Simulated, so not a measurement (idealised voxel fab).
The following is a process module called voxel transistor to metal.
Square cell edge 5 nm, section width 200 nm, ID cut.
Each cross-section below is a grid of square cells, stated as bands in top-down order, with one or more rows of cells making up each band.
Top, bottom (nm), then materials left to right with widths (nm); lone material tagged "everywhere" fills the whole band edge to edge; "empty" = empty space.
Heights from 0 (as-received wafer is one material below). Bottom band endless downward, as "0..down".
A width given as "30..40" starts at the first number in the band's top row and ends at the second number in its bottom row, shifting by an equal amount at every step from row to row.
The cross-section has no changed cell in any step marked "no change".
Empty spaces counting at least 8 cells and having no open way to the top are listed in "Fully closed voids". The notation width x height at distance is used for each, the distance being from the left edge and all three values in nm.
Where a step's line continues beyond its settings, the continuation is a remark by the simulator itself on that step.
overlay nm: on a step with a mask, how far right of its planned place the mask lay; negative means left.
Before/after cross-section pairs, one process step each; after shown to lowest changed band; step and settings beneath. Pairs may be from different runs of this module on the same starting wafer; a pair continues from the one above only where its "Pre-step condition" entry says so.

### Pre-step condition
95..80  empty 45; resist 20; empty 65; resist 20; empty 50
80..70  empty 45; aC 20; empty 65; aC 20; empty 50
70..50  Ru everywhere
50..45  TiN everywhere
45..35  SiO2 45; TiN 5; W 10; TiN 5; SiO2 65; TiN 5; W 10; TiN 5; SiO2 50
35..25  SiO2 45; TiN 5; W 10; TiN 5; SiO2 15; SiN 10; SiCN 15; SiN 10; SiO2 15; TiN 5; W 10; TiN 5; SiO2 50
25..5  SiO2 45; TiN 5; W 10; TiN 5; SiO2 10; SiN 10; polySi 25; SiN 10; SiO2 10; TiN 5; W 10; TiN 5; SiO2 50
5..0  SiO2 35; SiN 10; TiN 20; SiO2 10; SiN 10; polySi 25; SiN 10; SiO2 10; TiN 20; SiN 10; SiO2 40
0..-5  SiO2 45; SiGe 30; SiO2 45; SiGe 30; SiO2 50
-5..-20  SiO2 40; Si 115; SiO2 45
-20..down  Si everywhere
Fully closed voids: none

### Resulting Cross-Section
80..70  empty 45; aC 20; empty 65; aC 20; empty 50
Under 70: no change, same as before.
Fully closed voids: none
Between the two cross-sections above, the process step reads STRIP [etch materials resist]

Pre-step condition: identical to the post-step cross-section of the immediately preceding pair.

### Resulting Cross-Section
80..70  empty 45; aC 20; empty 65; aC 20; empty 50
70..50  empty 45; Ru 20; empty 65; Ru 20; empty 50
Under 50: no change, same as before.
Fully closed voids: none
Between the two cross-sections above, the process step reads DIRECTIONAL_ETCH [etch materials Ru] [depth nm 20]

Pre-step condition: identical to the post-step cross-section of the immediately preceding pair.

### Resulting Cross-Section
80..70  empty 45; aC 20; empty 65; aC 20; empty 50
70..50  empty 45; Ru 20; empty 65; Ru 20; empty 50
50..45  empty 45; TiN 20; empty 65; TiN 20; empty 50
Under 45: no change, same as before.
Fully closed voids: none
Between the two cross-sections above, the process step reads DIRECTIONAL_ETCH [etch materials TiN] [depth nm 5]

Pre-step condition: identical to the post-step cross-section of the immediately preceding pair.

### Resulting Cross-Section
70..50  empty 45; Ru 20; empty 65; Ru 20; empty 50
Under 50: no change, same as before.
Fully closed voids: none
Between the two cross-sections above, the process step reads STRIP [etch materials aC]

Pre-step condition: identical to the post-step cross-section of the immediately preceding pair.

### Resulting Cross-Section
75..70  empty 40; SiN 30; empty 55; SiN 30; empty 45
70..50  empty 40; SiN 5; Ru 20; SiN 5; empty 55; SiN 5; Ru 20; SiN 5; empty 45
50..45  SiN 45; TiN 20; SiN 65; TiN 20; SiN 50
Under 45: no change, same as before.
Fully closed voids: none
Between the two cross-sections above, the process step reads CONFORMAL_DEP [material SiN] [thk nm 5]

Pre-step condition: identical to the post-step cross-section of the immediately preceding pair.

### Resulting Cross-Section
80..75  SiO2 everywhere
75..70  SiO2 40; SiN 30; SiO2 55; SiN 30; SiO2 45
70..50  SiO2 40; SiN 5; Ru 20; SiN 5; SiO2 55; SiN 5; Ru 20; SiN 5; SiO2 45
Under 50: no change, same as before.
Fully closed voids: none
Between the two cross-sections above, the process step reads FILL_DEP [material SiO2] [thk nm 5]

Pre-step condition: identical to the post-step cross-section of the immediately preceding pair.

### Resulting Cross-Section
70..50  SiO2 40; SiN 5; Ru 20; SiN 5; SiO2 55; SiN 5; Ru 20; SiN 5; SiO2 45
Under 50: no change, same as before.
Fully closed voids: none
Between the two cross-sections above, the process step reads CMP [height nm 70]

Pre-step condition: identical to the post-step cross-section of the immediately preceding pair.

### Resulting Cross-Section
75..70  SiCN everywhere
Under 70: no change, same as before.
Fully closed voids: none
Between the two cross-sections above, the process step reads CONFORMAL_DEP [material SiCN] [thk nm 5]

### Pre-step condition
80..70  aC everywhere
70..50  Ru everywhere
50..45  TiN everywhere
45..35  SiO2 45; TiN 5; W 10; TiN 5; SiO2 65; TiN 5; W 10; TiN 5; SiO2 50
35..25  SiO2 45; TiN 5; W 10; TiN 5; SiO2 10; SiN 10; SiCN 25; SiN 10; SiO2 10; TiN 5; W 10; TiN 5; SiO2 50
25..5  SiO2 45; TiN 5; W 10; TiN 5; SiO2 10; SiN 10; polySi 25; SiN 10; SiO2 10; TiN 5; W 10; TiN 5; SiO2 50
5..0  SiO2 35; SiN 10; TiN 20; SiO2 10; SiN 10; polySi 25; SiN 10; SiO2 10; TiN 20; SiN 10; SiO2 40
0..-5  SiO2 45; SiGe 30; SiO2 45; SiGe 30; SiO2 50
-5..-20  SiO2 40; Si 115; SiO2 45
-20..down  Si everywhere
Fully closed voids: none

### Resulting Cross-Section
105..80  empty 55; resist 20; empty 65; resist 20; empty 40
Under 80: no change, same as before.
Fully closed voids: none
Between the two cross-sections above, the process step reads PATTERN [tone cover] [mask id METAL_1] [material resist] [width nm 20] [pitch nm 85] [thk nm 25] [overlay nm 10]

Pre-step condition: identical to the post-step cross-section of the immediately preceding pair.

### Resulting Cross-Section
95..80  empty 55; resist 20; empty 65; resist 20; empty 40
80..70  empty 55; aC 20; empty 65; aC 20; empty 40
Under 70: no change, same as before.
Fully closed voids: none
Between the two cross-sections above, the process step reads DIRECTIONAL_ETCH [etch materials aC] [depth nm 10]

Pre-step condition: identical to the post-step cross-section of the immediately preceding pair.

### Resulting Cross-Section
80..70  empty 55; aC 20; empty 65; aC 20; empty 40
Under 70: no change, same as before.
Fully closed voids: none
Between the two cross-sections above, the process step reads STRIP [etch materials resist]

Pre-step condition: identical to the post-step cross-section of the immediately preceding pair.

### Resulting Cross-Section
80..70  empty 55; aC 20; empty 65; aC 20; empty 40
70..50  empty 55; Ru 20; empty 65; Ru 20; empty 40
Under 50: no change, same as before.
Fully closed voids: none
Between the two cross-sections above, the process step reads DIRECTIONAL_ETCH [etch materials Ru] [depth nm 20]

Pre-step condition: identical to the post-step cross-section of the immediately preceding pair.

### Resulting Cross-Section
80..70  empty 55; aC 20; empty 65; aC 20; empty 40
70..50  empty 55; Ru 20; empty 65; Ru 20; empty 40
50..45  empty 55; TiN 20; empty 65; TiN 20; empty 40
Under 45: no change, same as before.
Fully closed voids: none
Between the two cross-sections above, the process step reads DIRECTIONAL_ETCH [etch materials TiN] [depth nm 5]

Pre-step condition: identical to the post-step cross-section of the immediately preceding pair.

### Resulting Cross-Section
70..50  empty 55; Ru 20; empty 65; Ru 20; empty 40
Under 50: no change, same as before.
Fully closed voids: none
Between the two cross-sections above, the process step reads STRIP [etch materials aC]

Pre-step condition: identical to the post-step cross-section of the immediately preceding pair.

### Resulting Cross-Section
75..70  empty 50; SiN 30; empty 55; SiN 30; empty 35
70..50  empty 50; SiN 5; Ru 20; SiN 5; empty 55; SiN 5; Ru 20; SiN 5; empty 35
50..45  SiN 55; TiN 20; SiN 65; TiN 20; SiN 40
Under 45: no change, same as before.
Fully closed voids: none
Between the two cross-sections above, the process step reads CONFORMAL_DEP [material SiN] [thk nm 5]

Pre-step condition: identical to the post-step cross-section of the immediately preceding pair.

### Resulting Cross-Section
80..75  SiO2 everywhere
75..70  SiO2 50; SiN 30; SiO2 55; SiN 30; SiO2 35
70..50  SiO2 50; SiN 5; Ru 20; SiN 5; SiO2 55; SiN 5; Ru 20; SiN 5; SiO2 35
Under 50: no change, same as before.
Fully closed voids: none
Between the two cross-sections above, the process step reads FILL_DEP [material SiO2] [thk nm 5]

Pre-step condition: identical to the post-step cross-section of the immediately preceding pair.

### Resulting Cross-Section
70..50  SiO2 50; SiN 5; Ru 20; SiN 5; SiO2 55; SiN 5; Ru 20; SiN 5; SiO2 35
Under 50: no change, same as before.
Fully closed voids: none
Between the two cross-sections above, the process step reads CMP [height nm 70]

Pre-step condition: identical to the post-step cross-section of the immediately preceding pair.

### Resulting Cross-Section
75..70  SiCN everywhere
Under 70: no change, same as before.
Fully closed voids: none
Between the two cross-sections above, the process step reads CONFORMAL_DEP [material SiCN] [thk nm 5]

### Pre-step condition
70..50  empty 45; Ru 20; empty 65; Ru 20; empty 50
50..45  empty 45; TiN 20; empty 65; TiN 20; empty 50
45..35  SiO2 45; TiN 5; W 10; TiN 5; SiO2 65; TiN 5; W 10; TiN 5; SiO2 50
35..25  SiO2 45; TiN 5; W 10; TiN 5; SiO2 10; SiN 10; SiCN 25; SiN 10; SiO2 10; TiN 5; W 10; TiN 5; SiO2 50
25..5  SiO2 45; TiN 5; W 10; TiN 5; SiO2 10; SiN 10; polySi 25; SiN 10; SiO2 10; TiN 5; W 10; TiN 5; SiO2 50
5..0  SiO2 35; SiN 10; TiN 20; SiO2 10; SiN 10; polySi 25; SiN 10; SiO2 10; TiN 20; SiN 10; SiO2 40
0..-5  SiO2 45; SiGe 30; SiO2 45; SiGe 30; SiO2 50
-5..-20  SiO2 40; Si 115; SiO2 45
-20..down  Si everywhere
Fully closed voids: none

### Resulting Cross-Section
75..70  empty 40; SiCN 30; empty 55; SiCN 30; empty 45
70..50  empty 40; SiCN 5; Ru 20; SiCN 5; empty 55; SiCN 5; Ru 20; SiCN 5; empty 45
50..45  SiCN 45; TiN 20; SiCN 65; TiN 20; SiCN 50
Under 45: no change, same as before.
Fully closed voids: none
Between the two cross-sections above, the process step reads CONFORMAL_DEP [material SiCN] [thk nm 5]

Pre-step condition: identical to the post-step cross-section of the immediately preceding pair.

### Resulting Cross-Section
80..75  SiO2 everywhere
75..70  SiO2 40; SiCN 30; SiO2 55; SiCN 30; SiO2 45
70..50  SiO2 40; SiCN 5; Ru 20; SiCN 5; SiO2 55; SiCN 5; Ru 20; SiCN 5; SiO2 45
Under 50: no change, same as before.
Fully closed voids: none
Between the two cross-sections above, the process step reads FILL_DEP [material SiO2] [thk nm 5]

Pre-step condition: identical to the post-step cross-section of the immediately preceding pair.

### Resulting Cross-Section
70..50  SiO2 40; SiCN 5; Ru 20; SiCN 5; SiO2 55; SiCN 5; Ru 20; SiCN 5; SiO2 45
Under 50: no change, same as before.
Fully closed voids: none
Between the two cross-sections above, the process step reads CMP [height nm 70]

Pre-step condition: identical to the post-step cross-section of the immediately preceding pair.

### Resulting Cross-Section
75..70  SiCN everywhere
Under 70: no change, same as before.
Fully closed voids: none
Between the two cross-sections above, the process step reads CONFORMAL_DEP [material SiCN] [thk nm 5]

### Pre-step condition
80..70  aC everywhere
70..50  Ru everywhere
50..45  TiN everywhere
45..35  SiO2 45; TiN 5; W 10; TiN 5; SiO2 65; TiN 5; W 10; TiN 5; SiO2 50
35..25  SiO2 45; TiN 5; W 10; TiN 5; SiO2 10; SiN 10; SiCN 25; SiN 10; SiO2 10; TiN 5; W 10; TiN 5; SiO2 50
25..5  SiO2 45; TiN 5; W 10; TiN 5; SiO2 10; SiN 10; polySi 25; SiN 10; SiO2 10; TiN 5; W 10; TiN 5; SiO2 50
5..0  SiO2 35; SiN 10; TiN 20; SiO2 10; SiN 10; polySi 25; SiN 10; SiO2 10; TiN 20; SiN 10; SiO2 40
0..-5  SiO2 45; SiGe 30; SiO2 45; SiGe 30; SiO2 50
-5..-20  SiO2 40; Si 115; SiO2 45
-20..down  Si everywhere
Fully closed voids: none

### Resulting Cross-Section
105..80  resist 45; empty 20; resist 65; empty 20; resist 50
Under 80: no change, same as before.
Fully closed voids: none
Between the two cross-sections above, the process step reads PATTERN [tone open] [mask id METAL_1] [material resist] [width nm 20] [pitch nm 85] [thk nm 25] [overlay nm 0]

Pre-step condition: identical to the post-step cross-section of the immediately preceding pair.

### Resulting Cross-Section
95..80  resist 45; empty 20; resist 65; empty 20; resist 50
80..70  aC 45; empty 20; aC 65; empty 20; aC 50
Under 70: no change, same as before.
Fully closed voids: none
Between the two cross-sections above, the process step reads DIRECTIONAL_ETCH [etch materials aC] [depth nm 10]

Pre-step condition: identical to the post-step cross-section of the immediately preceding pair.

### Resulting Cross-Section
80..70  aC 45; empty 20; aC 65; empty 20; aC 50
Under 70: no change, same as before.
Fully closed voids: none
Between the two cross-sections above, the process step reads STRIP [etch materials resist]

Pre-step condition: identical to the post-step cross-section of the immediately preceding pair.

### Resulting Cross-Section
80..70  aC 45; empty 20; aC 65; empty 20; aC 50
70..50  Ru 45; empty 20; Ru 65; empty 20; Ru 50
Under 50: no change, same as before.
Fully closed voids: none
Between the two cross-sections above, the process step reads DIRECTIONAL_ETCH [etch materials Ru] [depth nm 20]

Pre-step condition: identical to the post-step cross-section of the immediately preceding pair.

### Resulting Cross-Section
80..70  aC 45; empty 20; aC 65; empty 20; aC 50
70..50  Ru 45; empty 20; Ru 65; empty 20; Ru 50
50..45  TiN 45; empty 20; TiN 65; empty 20; TiN 50
Under 45: no change, same as before.
Fully closed voids: none
Between the two cross-sections above, the process step reads DIRECTIONAL_ETCH [etch materials TiN] [depth nm 5]

Pre-step condition: identical to the post-step cross-section of the immediately preceding pair.

### Resulting Cross-Section
70..50  Ru 45; empty 20; Ru 65; empty 20; Ru 50
Under 50: no change, same as before.
Fully closed voids: none
Between the two cross-sections above, the process step reads STRIP [etch materials aC]

Pre-step condition: identical to the post-step cross-section of the immediately preceding pair.

### Resulting Cross-Section
75..70  SiN 50; empty 10; SiN 75; empty 10; SiN 55
70..50  Ru 45; SiN 5; empty 10; SiN 5; Ru 65; SiN 5; empty 10; SiN 5; Ru 50
50..45  TiN 45; SiN 20; TiN 65; SiN 20; TiN 50
Under 45: no change, same as before.
Fully closed voids: none
Between the two cross-sections above, the process step reads CONFORMAL_DEP [material SiN] [thk nm 5]

Pre-step condition: identical to the post-step cross-section of the immediately preceding pair.

### Resulting Cross-Section
80..75  SiO2 everywhere
75..70  SiN 50; SiO2 10; SiN 75; SiO2 10; SiN 55
70..50  Ru 45; SiN 5; SiO2 10; SiN 5; Ru 65; SiN 5; SiO2 10; SiN 5; Ru 50
Under 50: no change, same as before.
Fully closed voids: none
Between the two cross-sections above, the process step reads FILL_DEP [material SiO2] [thk nm 5]

Pre-step condition: identical to the post-step cross-section of the immediately preceding pair.

### Resulting Cross-Section
70..50  Ru 45; SiN 5; SiO2 10; SiN 5; Ru 65; SiN 5; SiO2 10; SiN 5; Ru 50
Under 50: no change, same as before.
Fully closed voids: none
Between the two cross-sections above, the process step reads CMP [height nm 70]

Pre-step condition: identical to the post-step cross-section of the immediately preceding pair.

### Resulting Cross-Section
75..70  SiCN everywhere
Under 70: no change, same as before.
Fully closed voids: none
Between the two cross-sections above, the process step reads CONFORMAL_DEP [material SiCN] [thk nm 5]
